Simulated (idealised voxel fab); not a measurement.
process module | voxel wiring stack
cross-section cut | 240 nm wide | cells 5 nm
A cross-section is a grid of square cells, given in bands from the top down. A band is one or more rows of cells.
Each band's line starts with the height of the band's top and of its bottom, in nm. Then come its materials from left to right, each with its width in nm. One material with "throughout" fills the band from edge to edge. "air" is empty space.
Height 0 is the level under which the wafer as received is all one material. The lowest band goes on downwards, as in "0 down".
A width such as "30 to 40" changes by the same amount from each row of cells to the next, from the band's top row to its bottom row.
"no change" after a step means that no cell of the cross-section changed.
closed voids: empty space of 8 cells or more with no open way to the top, each as width x height at its distance from the left edge, in nm
after a step's settings: what the simulator itself notes on the step
overlay nm, on a step with a mask: how far to the right of its planned place the mask lay; to the left if negative
plan
1 op RECEIVE | material Si
2 op CONFORMAL_DEP | material SiO2 | thk nm 10
3 op DIRECTIONAL_DEP | material TiN | thk nm 5
4 op DIRECTIONAL_DEP | material W | thk nm 25
5 op DIRECTIONAL_DEP | material aC | thk nm 15
6 op PATTERN | tone cover | mask id METAL_1 | material resist | width nm 25 | pitch nm 40 | thk nm 30 | overlay nm 0
7 op DIRECTIONAL_ETCH | etch materials aC | depth nm 15
8 op STRIP | etch materials resist
9 op DIRECTIONAL_ETCH | etch materials W | depth nm 25
10 op DIRECTIONAL_ETCH | etch materials TiN | depth nm 5
11 op STRIP | etch materials aC
12 op CONFORMAL_DEP | material SiCN | thk nm 5
13 op FILL_DEP | material lowk | thk nm 5
14 op CMP | height nm 40
15 op CONFORMAL_DEP | material SiCN | thk nm 5
16 op DIRECTIONAL_DEP | material SiO2 | thk nm 20
17 op MASKED_ETCH | tone open | mask id PLUG_1 | width nm 15 | pitch nm 80 | etch materials SiO2 | depth nm 20 | overlay nm 0
18 op MASKED_ETCH | tone open | mask id PLUG_1 | width nm 15 | pitch nm 80 | etch materials SiCN | depth nm 5 | overlay nm 0
19 op EPI | material Ru | thk nm 10
20 op EPI | material Ru | thk nm 10
21 op EPI | material Ru | thk nm 5
22 op CONFORMAL_DEP | material SiN | thk nm 5
23 op DIRECTIONAL_DEP | material lowk | thk nm 20
24 op DIRECTIONAL_DEP | material aC | thk nm 15
25 op PATTERN | tone open | mask id METAL_2 | material resist | width nm 25 | pitch nm 40 | thk nm 35 | overlay nm 0
26 op DIRECTIONAL_ETCH | etch materials aC | depth nm 15
27 op STRIP | etch materials resist
28 op DIRECTIONAL_ETCH | etch materials lowk | depth nm 20
29 op DIRECTIONAL_ETCH | etch materials SiN | depth nm 5
30 op STRIP | etch materials aC
31 op CONFORMAL_DEP | material TiN | thk nm 5
32 op FILL_DEP | material Cu | thk nm 10
33 op CMP | height nm 90
34 op EPI | material Ru | thk nm 5
35 op FILL_DEP | material SiCN | thk nm 5
first wafer, as planned
as received, after step 1
  0 down: Si throughout
  closed voids: none
after step 2
  10 to 0: SiO2 throughout
  below 0: unchanged
after step 3
  15 to 10: TiN throughout
  below 10: unchanged
after step 4
  40 to 15: W throughout
  below 15: unchanged
after step 5
  55 to 40: aC throughout
  below 40: unchanged
after step 6
  85 to 55: air 45 | resist 25 | air 15 | resist 25 | air 15 | resist 25 | air 15 | resist 25 | air 50
  below 55: unchanged
after step 7
  70 to 55: air 45 | resist 25 | air 15 | resist 25 | air 15 | resist 25 | air 15 | resist 25 | air 50
  55 to 40: air 45 | aC 25 | air 15 | aC 25 | air 15 | aC 25 | air 15 | aC 25 | air 50
  below 40: unchanged
after step 8
  55 to 40: air 45 | aC 25 | air 15 | aC 25 | air 15 | aC 25 | air 15 | aC 25 | air 50
  below 40: unchanged
after step 9
  55 to 40: air 45 | aC 25 | air 15 | aC 25 | air 15 | aC 25 | air 15 | aC 25 | air 50
  40 to 15: air 45 | W 25 | air 15 | W 25 | air 15 | W 25 | air 15 | W 25 | air 50
  below 15: unchanged
after step 10
  55 to 40: air 45 | aC 25 | air 15 | aC 25 | air 15 | aC 25 | air 15 | aC 25 | air 50
  40 to 15: air 45 | W 25 | air 15 | W 25 | air 15 | W 25 | air 15 | W 25 | air 50
  15 to 10: air 45 | TiN 25 | air 15 | TiN 25 | air 15 | TiN 25 | air 15 | TiN 25 | air 50
  below 10: unchanged
after step 11
  40 to 15: air 45 | W 25 | air 15 | W 25 | air 15 | W 25 | air 15 | W 25 | air 50
  below 15: unchanged
after step 12
  45 to 40: air 40 | SiCN 35 | air 5 | SiCN 35 | air 5 | SiCN 35 | air 5 | SiCN 35 | air 45
  40 to 15: air 40 | SiCN 5 | W 25 | SiCN 5 | air 5 | SiCN 5 | W 25 | SiCN 5 | air 5 | SiCN 5 | W 25 | SiCN 5 | air 5 | SiCN 5 | W 25 | SiCN 5 | air 45
  15 to 10: SiCN 45 | TiN 25 | SiCN 15 | TiN 25 | SiCN 15 | TiN 25 | SiCN 15 | TiN 25 | SiCN 50
  below 10: unchanged
after step 13
  50 to 45: lowk throughout
  45 to 40: lowk 40 | SiCN 35 | lowk 5 | SiCN 35 | lowk 5 | SiCN 35 | lowk 5 | SiCN 35 | lowk 45
  40 to 15: lowk 40 | SiCN 5 | W 25 | SiCN 5 | lowk 5 | SiCN 5 | W 25 | SiCN 5 | lowk 5 | SiCN 5 | W 25 | SiCN 5 | lowk 5 | SiCN 5 | W 25 | SiCN 5 | lowk 45
  below 15: unchanged
after step 14
  40 to 15: lowk 40 | SiCN 5 | W 25 | SiCN 5 | lowk 5 | SiCN 5 | W 25 | SiCN 5 | lowk 5 | SiCN 5 | W 25 | SiCN 5 | lowk 5 | SiCN 5 | W 25 | SiCN 5 | lowk 45
  below 15: unchanged
after step 15
  45 to 40: SiCN throughout
  below 40: unchanged
after step 16
  65 to 45: SiO2 throughout
  below 45: unchanged
after step 17
  65 to 45: SiO2 45 | air 15 | SiO2 65 | air 15 | SiO2 100
  below 45: unchanged
after step 18
  65 to 45: SiO2 45 | air 15 | SiO2 65 | air 15 | SiO2 100
  45 to 40: SiCN 45 | air 15 | SiCN 65 | air 15 | SiCN 100
  below 40: unchanged
after step 19
  65 to 50: SiO2 45 | air 15 | SiO2 65 | air 15 | SiO2 100
  50 to 45: SiO2 45 | Ru 15 | SiO2 65 | Ru 15 | SiO2 100
  45 to 40: SiCN 45 | Ru 15 | SiCN 65 | Ru 15 | SiCN 100
  below 40: unchanged
after step 20
  65 to 60: SiO2 45 | air 15 | SiO2 65 | air 15 | SiO2 100
  60 to 45: SiO2 45 | Ru 15 | SiO2 65 | Ru 15 | SiO2 100
  below 45: unchanged
after step 21
  65 to 45: SiO2 45 | Ru 15 | SiO2 65 | Ru 15 | SiO2 100
  below 45: unchanged
after step 22
  70 to 65: SiN throughout
  below 65: unchanged
after step 23
  90 to 70: lowk throughout
  below 70: unchanged
after step 24
  105 to 90: aC throughout
  below 90: unchanged
after step 25
  140 to 105: resist 45 | air 25 | resist 15 | air 25 | resist 15 | air 25 | resist 15 | air 25 | resist 50
  below 105: unchanged
after step 26
  125 to 105: resist 45 | air 25 | resist 15 | air 25 | resist 15 | air 25 | resist 15 | air 25 | resist 50
  105 to 90: aC 45 | air 25 | aC 15 | air 25 | aC 15 | air 25 | aC 15 | air 25 | aC 50
  below 90: unchanged
after step 27
  105 to 90: aC 45 | air 25 | aC 15 | air 25 | aC 15 | air 25 | aC 15 | air 25 | aC 50
  below 90: unchanged
after step 28
  105 to 90: aC 45 | air 25 | aC 15 | air 25 | aC 15 | air 25 | aC 15 | air 25 | aC 50
  90 to 70: lowk 45 | air 25 | lowk 15 | air 25 | lowk 15 | air 25 | lowk 15 | air 25 | lowk 50
  below 70: unchanged
after step 29
  105 to 90: aC 45 | air 25 | aC 15 | air 25 | aC 15 | air 25 | aC 15 | air 25 | aC 50
  90 to 70: lowk 45 | air 25 | lowk 15 | air 25 | lowk 15 | air 25 | lowk 15 | air 25 | lowk 50
  70 to 65: SiN 45 | air 25 | SiN 15 | air 25 | SiN 15 | air 25 | SiN 15 | air 25 | SiN 50
  below 65: unchanged
after step 30
  90 to 70: lowk 45 | air 25 | lowk 15 | air 25 | lowk 15 | air 25 | lowk 15 | air 25 | lowk 50
  below 70: unchanged
after step 31
  95 to 90: TiN 50 | air 15 | TiN 25 | air 15 | TiN 25 | air 15 | TiN 25 | air 15 | TiN 55
  90 to 70: lowk 45 | TiN 5 | air 15 | TiN 5 | lowk 15 | TiN 5 | air 15 | TiN 5 | lowk 15 | TiN 5 | air 15 | TiN 5 | lowk 15 | TiN 5 | air 15 | TiN 5 | lowk 50
  70 to 65: SiN 45 | TiN 25 | SiN 15 | TiN 25 | SiN 15 | TiN 25 | SiN 15 | TiN 25 | SiN 50
  below 65: unchanged
after step 32
  105 to 95: Cu throughout
  95 to 90: TiN 50 | Cu 15 | TiN 25 | Cu 15 | TiN 25 | Cu 15 | TiN 25 | Cu 15 | TiN 55
  90 to 70: lowk 45 | TiN 5 | Cu 15 | TiN 5 | lowk 15 | TiN 5 | Cu 15 | TiN 5 | lowk 15 | TiN 5 | Cu 15 | TiN 5 | lowk 15 | TiN 5 | Cu 15 | TiN 5 | lowk 50
  below 70: unchanged
after step 33
  90 to 70: lowk 45 | TiN 5 | Cu 15 | TiN 5 | lowk 15 | TiN 5 | Cu 15 | TiN 5 | lowk 15 | TiN 5 | Cu 15 | TiN 5 | lowk 15 | TiN 5 | Cu 15 | TiN 5 | lowk 50
  below 70: unchanged
after step 34
  95 to 90: air 40 | Ru 35 | air 5 | Ru 35 | air 5 | Ru 35 | air 5 | Ru 35 | air 45
  below 90: unchanged
after step 35
  100 to 95: SiCN throughout
  95 to 90: SiCN 40 | Ru 35 | SiCN 5 | Ru 35 | SiCN 5 | Ru 35 | SiCN 5 | Ru 35 | SiCN 45
  below 90: unchanged
second wafer: like start, like plan, one mistake. Through step 24 it matches the first wafer
when step 25 should have ended
  140 to 105: resist 50 | air 15 | resist 25 | air 15 | resist 25 | air 15 | resist 25 | air 15 | resist 55
  below 105: unchanged
when step 26 should have ended
  125 to 105: resist 50 | air 15 | resist 25 | air 15 | resist 25 | air 15 | resist 25 | air 15 | resist 55
  105 to 90: aC 50 | air 15 | aC 25 | air 15 | aC 25 | air 15 | aC 25 | air 15 | aC 55
  below 90: unchanged
when step 27 should have ended
  105 to 90: aC 50 | air 15 | aC 25 | air 15 | aC 25 | air 15 | aC 25 | air 15 | aC 55
  below 90: unchanged
when step 28 should have ended
  105 to 90: aC 50 | air 15 | aC 25 | air 15 | aC 25 | air 15 | aC 25 | air 15 | aC 55
  90 to 70: lowk 50 | air 15 | lowk 25 | air 15 | lowk 25 | air 15 | lowk 25 | air 15 | lowk 55
  below 70: unchanged
when step 29 should have ended
  105 to 90: aC 50 | air 15 | aC 25 | air 15 | aC 25 | air 15 | aC 25 | air 15 | aC 55
  90 to 70: lowk 50 | air 15 | lowk 25 | air 15 | lowk 25 | air 15 | lowk 25 | air 15 | lowk 55
  70 to 65: SiN 50 | air 15 | SiN 25 | air 15 | SiN 25 | air 15 | SiN 25 | air 15 | SiN 55
  below 65: unchanged
when step 30 should have ended
  90 to 70: lowk 50 | air 15 | lowk 25 | air 15 | lowk 25 | air 15 | lowk 25 | air 15 | lowk 55
  below 70: unchanged
when step 31 should have ended
  95 to 90: TiN 55 | air 5 | TiN 35 | air 5 | TiN 35 | air 5 | TiN 35 | air 5 | TiN 60
  90 to 70: lowk 50 | TiN 5 | air 5 | TiN 5 | lowk 25 | TiN 5 | air 5 | TiN 5 | lowk 25 | TiN 5 | air 5 | TiN 5 | lowk 25 | TiN 5 | air 5 | TiN 5 | lowk 55
  70 to 65: SiN 50 | TiN 15 | SiN 25 | TiN 15 | SiN 25 | TiN 15 | SiN 25 | TiN 15 | SiN 55
  below 65: unchanged
when step 32 should have ended
  105 to 95: Cu throughout
  95 to 90: TiN 55 | Cu 5 | TiN 35 | Cu 5 | TiN 35 | Cu 5 | TiN 35 | Cu 5 | TiN 60
  90 to 70: lowk 50 | TiN 5 | Cu 5 | TiN 5 | lowk 25 | TiN 5 | Cu 5 | TiN 5 | lowk 25 | TiN 5 | Cu 5 | TiN 5 | lowk 25 | TiN 5 | Cu 5 | TiN 5 | lowk 55
  below 70: unchanged
when step 33 should have ended
  90 to 70: lowk 50 | TiN 5 | Cu 5 | TiN 5 | lowk 25 | TiN 5 | Cu 5 | TiN 5 | lowk 25 | TiN 5 | Cu 5 | TiN 5 | lowk 25 | TiN 5 | Cu 5 | TiN 5 | lowk 55
  below 70: unchanged
when step 34 should have ended
  95 to 90: air 45 | Ru 25 | air 15 | Ru 25 | air 15 | Ru 25 | air 15 | Ru 25 | air 50
  below 90: unchanged
when step 35 should have ended
  100 to 95: SiCN throughout
  95 to 90: SiCN 45 | Ru 25 | SiCN 15 | Ru 25 | SiCN 15 | Ru 25 | SiCN 15 | Ru 25 | SiCN 50
  below 90: unchanged
what went wrong: step 25 ran as: op PATTERN | tone open | mask id METAL_2 | material resist | width nm 15 | pitch nm 40 | thk nm 35 | overlay nm 0
at the end the second wafer has, in cells: 32 fewer of Cu | 8 fewer of Ru | 8 more of SiCN | 8 more of SiN | 8 fewer of TiN | 32 more of lowk
